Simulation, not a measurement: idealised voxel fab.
process module | voxel transistor to metal
cross-section cut | 225 nm wide | cells 5 nm
A cross-section is a grid of square cells, given in bands from the top down. A band is one or more rows of cells.
Each band's line starts with the height of the band's top and of its bottom, in nm. Then come its materials from left to right, each with its width in nm. One material with "throughout" fills the band from edge to edge. "air" is empty space.
Height 0 is the level under which the wafer as received is all one material. The lowest band goes on downwards, as in "0 down".
A width such as "30 to 40" changes by the same amount from each row of cells to the next, from the band's top row to its bottom row.
"no change" after a step means that no cell of the cross-section changed.
closed voids: empty space of 8 cells or more with no open way to the top, each as width x height at its distance from the left edge, in nm
after a step's settings: what the simulator itself notes on the step
overlay nm, on a step with a mask: how far to the right of its planned place the mask lay; to the left if negative
plan
1 op RECEIVE | material Si
2 op CONFORMAL_DEP | material SiO2 | thk nm 5
3 op CONFORMAL_DEP | material SiN | thk nm 15
4 op MASKED_ETCH | tone cover | mask id ACTIVE | width nm 85 | pitch nm 110 | etch materials SiN | depth nm 15 | overlay nm 0
5 op MASKED_ETCH | tone cover | mask id ACTIVE | width nm 85 | pitch nm 110 | etch materials SiO2 | depth nm 5 | overlay nm 0
6 op MASKED_ETCH | tone cover | mask id ACTIVE | width nm 85 | pitch nm 110 | etch materials Si | depth nm 30 | overlay nm 0
7 op OXIDIZE | depth nm 5
8 op FILL_DEP | material SiO2 | thk nm 10
9 op CMP | height nm 20
10 op SELECTIVE_ETCH | etch materials SiO2 | depth nm 10
11 op STRIP | etch materials SiN
12 op SELECTIVE_ETCH | etch materials SiO2 | depth nm 5
13 op OXIDIZE | depth nm 5
14 op DIRECTIONAL_DEP | material polySi | thk nm 25
15 op DIRECTIONAL_DEP | material SiCN | thk nm 15
16 op DIRECTIONAL_DEP | material aC | thk nm 10
17 op PATTERN | tone cover | mask id GATE | material resist | width nm 15 | pitch nm 110 | thk nm 30 | overlay nm 0
18 op DIRECTIONAL_ETCH | etch materials aC | depth nm 10
19 op STRIP | etch materials resist
20 op DIRECTIONAL_ETCH | etch materials SiCN | depth nm 25
21 op DIRECTIONAL_ETCH | etch materials polySi | depth nm 35
22 op STRIP | etch materials aC
23 op CONFORMAL_DEP | material SiN | thk nm 5
24 op DIRECTIONAL_ETCH | etch materials SiN | depth nm 5
25 op DIRECTIONAL_ETCH | etch materials SiO2 | depth nm 5
26 op DIRECTIONAL_ETCH | etch materials Si | depth nm 15
27 op EPI | material pSi | thk nm 15
28 op FILL_DEP | material SiO2 | thk nm 10
29 op CMP | height nm 40
30 op DIRECTIONAL_DEP | material SiO2 | thk nm 15
31 op MASKED_ETCH | tone open | mask id CONTACT | width nm 15 | etch materials SiO2 | depth nm 60 | overlay nm 0
32 op CONFORMAL_DEP | material TiN | thk nm 5
33 op FILL_DEP | material W | thk nm 5
34 op CMP | height nm 55
35 op CONFORMAL_DEP | material SiCN | thk nm 5
36 op DIRECTIONAL_DEP | material SiO2 | thk nm 15
37 op MASKED_ETCH | tone open | mask id METAL_1 | width nm 15 | etch materials SiO2 | depth nm 15 | overlay nm 0
38 op MASKED_ETCH | tone open | mask id METAL_1 | width nm 15 | etch materials SiCN | depth nm 5 | overlay nm 0
39 op CONFORMAL_DEP | material TiN | thk nm 5
40 op FILL_DEP | material Ru | thk nm 10
41 op CMP | height nm 75
42 op CONFORMAL_DEP | material SiN | thk nm 5
as received, after step 1
  0 down: Si throughout
  closed voids: none
a wafer at the end: this start, this plan, one mistake
  80 to 75: SiN throughout
  75 to 65: Ru throughout
  65 to 60: TiN 25 | Ru 5 | TiN 55 | Ru 5 | TiN 45 | Ru 5 | TiN 55 | Ru 5 | TiN 25
  60 to 55: SiCN 20 | TiN 15 | SiCN 45 | TiN 15 | SiCN 35 | TiN 15 | SiCN 45 | TiN 15 | SiCN 20
  55 to 40: SiO2 20 | TiN 5 | W 5 | TiN 5 | SiO2 45 | TiN 5 | W 5 | TiN 5 | SiO2 35 | TiN 5 | W 5 | TiN 5 | SiO2 45 | TiN 5 | W 5 | TiN 5 | SiO2 20
  40 to 25: SiO2 20 | TiN 5 | W 5 | TiN 5 | SiO2 10 | SiN 5 | SiCN 15 | SiN 5 | SiO2 10 | TiN 5 | W 5 | TiN 5 | SiO2 35 | TiN 5 | W 5 | TiN 5 | SiO2 10 | SiN 5 | SiCN 15 | SiN 5 | SiO2 10 | TiN 5 | W 5 | TiN 5 | SiO2 20
  25 to 15: SiO2 20 | TiN 5 | W 5 | TiN 5 | SiO2 10 | SiN 5 | polySi 15 | SiN 5 | SiO2 10 | TiN 5 | W 5 | TiN 5 | SiO2 35 | TiN 5 | W 5 | TiN 5 | SiO2 10 | SiN 5 | polySi 15 | SiN 5 | SiO2 10 | TiN 5 | W 5 | TiN 5 | SiO2 20
  15 to 10: SiO2 20 | TiN 15 | SiO2 10 | SiN 5 | polySi 15 | SiN 5 | SiO2 10 | TiN 15 | SiO2 35 | TiN 15 | SiO2 10 | SiN 5 | polySi 15 | SiN 5 | SiO2 10 | TiN 15 | SiO2 20
  10 to 5: SiO2 20 | TiN 10 | pSi 15 | SiN 5 | polySi 15 | SiN 5 | pSi 15 | TiN 10 | SiO2 35 | TiN 10 | pSi 15 | SiN 5 | polySi 15 | SiN 5 | pSi 15 | TiN 10 | SiO2 20
  5 to 0: SiO2 10 | SiN 5 | SiO2 5 | TiN 10 | pSi 15 | SiN 5 | polySi 15 | SiN 5 | pSi 15 | TiN 10 | SiO2 5 | SiN 5 | SiO2 15 | SiN 5 | SiO2 5 | TiN 10 | pSi 15 | SiN 5 | polySi 15 | SiN 5 | pSi 15 | TiN 10 | SiO2 5 | SiN 5 | SiO2 10
  0 to -5: SiO2 20 | TiN 10 | pSi 15 | SiO2 25 | pSi 15 | TiN 10 | SiO2 35 | TiN 10 | pSi 15 | SiO2 25 | pSi 15 | TiN 10 | SiO2 20
  -5 to -20: SiO2 20 | pSi 25 | Si 25 | pSi 25 | SiO2 35 | pSi 25 | Si 25 | pSi 25 | SiO2 20
  -20 to -35: SiO2 20 | Si 75 | SiO2 35 | Si 75 | SiO2 20
  -35 down: Si throughout
  closed voids: none
what went wrong: step 36 was left out
